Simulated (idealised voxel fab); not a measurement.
This is a process module. Its name is voxel transistor to metal.
The cross-section on display is named cut; it measures 215 nm wide, and its cells are 5 nm squares.
In what follows, cross-sections appear as grids of square cells, described through bands that run from the top down, where every band is one or more rows of cells.
It is stipulated that each band's entry specify, in nanometres, the height of the top of the band and then that of its bottom, followed by the materials of the band in left-to-right sequence, each together with its width in nanometres. A single material marked by the word "everywhere" is understood to fill the band from edge to edge; the word "air" is understood to denote empty space.
Basically, 0 is our baseline, since under it the wafer straight out of the box is all one material. The bottom band has no lower end and keeps on going down, so it looks like "top 0, no bottom".
Width "30 to 40": first value at the band's top row of cells, second value at its bottom row, equal change from row to row.
Step note "nothing got changed" = no cross-section cell changed.
Any empty space of 8 cells or more lacking an open way to the top shows up in "Fully closed voids" as width x height at distance, distance from the left edge, in nm.
after a step's settings: what the simulator itself notes on the step
Among the settings permitted on a step's line is "overlay nm"; applied to a step with a mask, it specifies the extent to which the mask lay to the right of its planned position, whereas a negative figure signifies a position to the left.
## Process steps foreseen in the plan
1,RECEIVE with material Si
2,CONFORMAL_DEP with material SiO2, thk nm 5
3,CONFORMAL_DEP with material SiN, thk nm 10
4,MASKED_ETCH with tone cover, mask id ACTIVE, width nm 105, etch materials SiN, depth nm 10, overlay nm 0
5,MASKED_ETCH with tone cover, mask id ACTIVE, width nm 105, etch materials SiO2, depth nm 5, overlay nm 0
6,MASKED_ETCH with tone cover, mask id ACTIVE, width nm 105, etch materials Si, depth nm 20, overlay nm 0
7,FILL_DEP with material SiO2, thk nm 10
8,CMP with height nm 15
9,SELECTIVE_ETCH with etch materials SiO2, depth nm 10
10,STRIP with etch materials SiN
11,SELECTIVE_ETCH with etch materials SiO2, depth nm 5
12,OXIDIZE with depth nm 5
13,DIRECTIONAL_DEP with material polySi, thk nm 30
14,DIRECTIONAL_DEP with material SiCN, thk nm 10
15,PATTERN with tone cover, mask id GATE, material resist, width nm 25, thk nm 20, overlay nm 0
16,DIRECTIONAL_ETCH with etch materials SiCN, depth nm 20
17,DIRECTIONAL_ETCH with etch materials polySi, depth nm 40
18,STRIP with etch materials resist
19,CONFORMAL_DEP with material SiN, thk nm 5
20,DIRECTIONAL_ETCH with etch materials SiN, depth nm 5
21,DIRECTIONAL_ETCH with etch materials SiO2, depth nm 5
22,EPI with material pSi, thk nm 5
23,FILL_DEP with material SiO2, thk nm 10
24,CMP with height nm 30
25,STRIP with etch materials polySi
26,SELECTIVE_ETCH with etch materials SiO2, depth nm 5
27,CONFORMAL_DEP with material HfO2, thk nm 5
28,CONFORMAL_DEP with material TiN, thk nm 5
29,FILL_DEP with material W, thk nm 5
30,CMP with height nm 25
31,DIRECTIONAL_DEP with material SiO2, thk nm 15
32,PATTERN with tone open, mask id CONTACT, material resist, width nm 15, pitch nm 70, thk nm 15, overlay nm 0
33,DIRECTIONAL_ETCH with etch materials SiO2, depth nm 40
34,STRIP with etch materials resist
35,CONFORMAL_DEP with material TiN, thk nm 5
36,FILL_DEP with material Ru, thk nm 5
37,CMP with height nm 40
38,DIRECTIONAL_DEP with material TiN, thk nm 5
39,DIRECTIONAL_DEP with material W, thk nm 15
40,DIRECTIONAL_DEP with material aC, thk nm 15
41,PATTERN with tone cover, mask id METAL_1, material resist, width nm 15, pitch nm 70, thk nm 35, overlay nm 0
42,DIRECTIONAL_ETCH with etch materials aC, depth nm 15
43,STRIP with etch materials resist
44,DIRECTIONAL_ETCH with etch materials W, depth nm 15
45,DIRECTIONAL_ETCH with etch materials TiN, depth nm 5
46,STRIP with etch materials aC
47,CONFORMAL_DEP with material SiCN, thk nm 5
48,FILL_DEP with material lowk, thk nm 5
49,CMP with height nm 60
50,CONFORMAL_DEP with material SiN, thk nm 5
## Cross-section of the wafer at receipt, which is the condition after step 1
    top 0, no bottom | Si everywhere
    Fully closed voids: none
## The following cross-section depicts the wafer upon conclusion of the module. Processing commenced from the starting condition illustrated above and adhered to the plan illustrated above, save for one mistake in execution
    top 65, bottom 60 | SiN everywhere
    top 60, bottom 55 | 50 of lowk, then 15 of SiCN, then 15 of W, then 15 of SiCN, then 25 of lowk, then 15 of SiCN, then 15 of W, then 15 of SiCN, then 50 of lowk
    top 55, bottom 45 | 65 of SiCN, then 15 of W, then 55 of SiCN, then 15 of W, then 65 of SiCN
    top 45, bottom 40 | 65 of SiCN, then 15 of TiN, then 55 of SiCN, then 15 of TiN, then 65 of SiCN
    top 40, bottom 25 | 65 of SiO2, then 5 of TiN, then 5 of Ru, then 5 of TiN, then 55 of SiO2, then 5 of TiN, then 5 of Ru, then 5 of TiN, then 65 of SiO2
    top 25, bottom 5 | 65 of SiO2, then 5 of TiN, then 5 of Ru, then 5 of TiN, then 10 of SiO2, then 5 of SiN, then 5 of HfO2, then 5 of TiN, then 5 of W, then 5 of TiN, then 5 of HfO2, then 5 of SiN, then 10 of SiO2, then 5 of TiN, then 5 of Ru, then 5 of TiN, then 65 of SiO2
    top 5, bottom 0 | 65 of SiO2, then 15 of TiN, then 10 of SiO2, then 5 of SiN, then 5 of HfO2, then 15 of TiN, then 5 of HfO2, then 5 of SiN, then 10 of SiO2, then 15 of TiN, then 65 of SiO2
    top 0, bottom -5 | 50 of SiO2, then 40 of pSi, then 35 of HfO2, then 40 of pSi, then 50 of SiO2
    top -5, bottom -20 | 55 of SiO2, then 105 of Si, then 55 of SiO2
    top -20, no bottom | Si everywhere
    Fully closed voids: none
Here's what went sideways: step 47 changed vs plan, executed as CONFORMAL_DEP with material SiCN, thk nm 15
